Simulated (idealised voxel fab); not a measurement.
The following process module bears the name voxel air gaps.
Xsec cut, 285 nm wide, square cell size 5 nm.
Heads up, the way a cross-section reads in here is a grid of square cells, handed over as bands from the top down, with every band being one or more rows of cells.
A band entry consists of two parts. The first gives the height of the band's top and the height of its bottom, in nm. The rest lists the band's materials from left to right, each with its width in nm. A single material labelled with the word "everywhere" fills the band from edge to edge, and the word "air" marks empty space.
Heights are expressed relative to 0, this being the level below which the as-received wafer comprises one material exclusively. The lowest band is unbounded in the downward direction and is denoted as in "0 and below".
A width given as "30..40" starts at the first number in the band's top row and ends at the second number in its bottom row, shifting by an equal amount at every step from row to row.
Basically "left unchanged" means that step didn't change any cell in the cross-section.
Enclosed internal cavities: empty space of 8 cells or more with no open way to the top, each as width x height at its distance from the left edge, in nm
The remark found on a step's line after its settings is issued by the simulator itself and pertains to that step.
overlay nm: where the mask lay relative to plan, measured to the right, on steps with a mask; negatives go left.

# The process steps that were planned are listed below
1,RECEIVE,material Si
2,CONFORMAL_DEP,material SiO2,thk nm 10
3,CONFORMAL_DEP,material SiN,thk nm 5
4,DIRECTIONAL_DEP,material SiO2,thk nm 30
5,DIRECTIONAL_DEP,material aC,thk nm 15
6,PATTERN,tone open,mask id LINES,material resist,width nm 25,pitch nm 50,thk nm 30,overlay nm 0
7,DIRECTIONAL_ETCH,etch materials aC,depth nm 15
8,STRIP,etch materials resist
9,DIRECTIONAL_ETCH,etch materials SiO2,depth nm 30
10,STRIP,etch materials aC
11,CONFORMAL_DEP,material TiN,thk nm 5
12,FILL_DEP,material Cu,thk nm 5
13,CMP,height nm 45
14,EPI,material Ru,thk nm 10
15,SELECTIVE_ETCH,etch materials SiO2,depth nm 40
16,CONFORMAL_DEP,material SiN,thk nm 5

# Cross-section, incoming material, after step 1
  0 and below: Si everywhere
  Enclosed internal cavities: none

# This is how the wafer looks in cross-section once the module is done, given the starting state and plan above and one mistake in carrying the plan out
  70 down to 65: air (30)  SiN (225)  air (30)
  65 down to 45: air (30)  SiN (5)  Ru (215)  SiN (5)  air (30)
  45 down to 40: air (30)  SiN (25)  TiN (5)  Cu (15)  TiN (5)  SiO2 (25)  TiN (5)  Cu (15)  TiN (5)  SiO2 (25)  TiN (5)  Cu (15)  TiN (5)  SiO2 (25)  TiN (5)  Cu (15)  TiN (5)  SiN (25)  air (30)
  40 down to 20: air (50)  SiN (5)  TiN (5)  Cu (15)  TiN (5)  SiO2 (25)  TiN (5)  Cu (15)  TiN (5)  SiO2 (25)  TiN (5)  Cu (15)  TiN (5)  SiO2 (25)  TiN (5)  Cu (15)  TiN (5)  SiN (5)  air (50)
  20 down to 15: SiN (55)  TiN (25)  SiO2 (25)  TiN (25)  SiO2 (25)  TiN (25)  SiO2 (25)  TiN (25)  SiN (55)
  15 down to 10: SiN everywhere
  10 down to 0: SiO2 everywhere
  0 and below: Si everywhere
  Enclosed internal cavities: none
It is concluded that the wafer was processed incorrectly with respect to the plan, in that step 14 of the plan saw execution twice
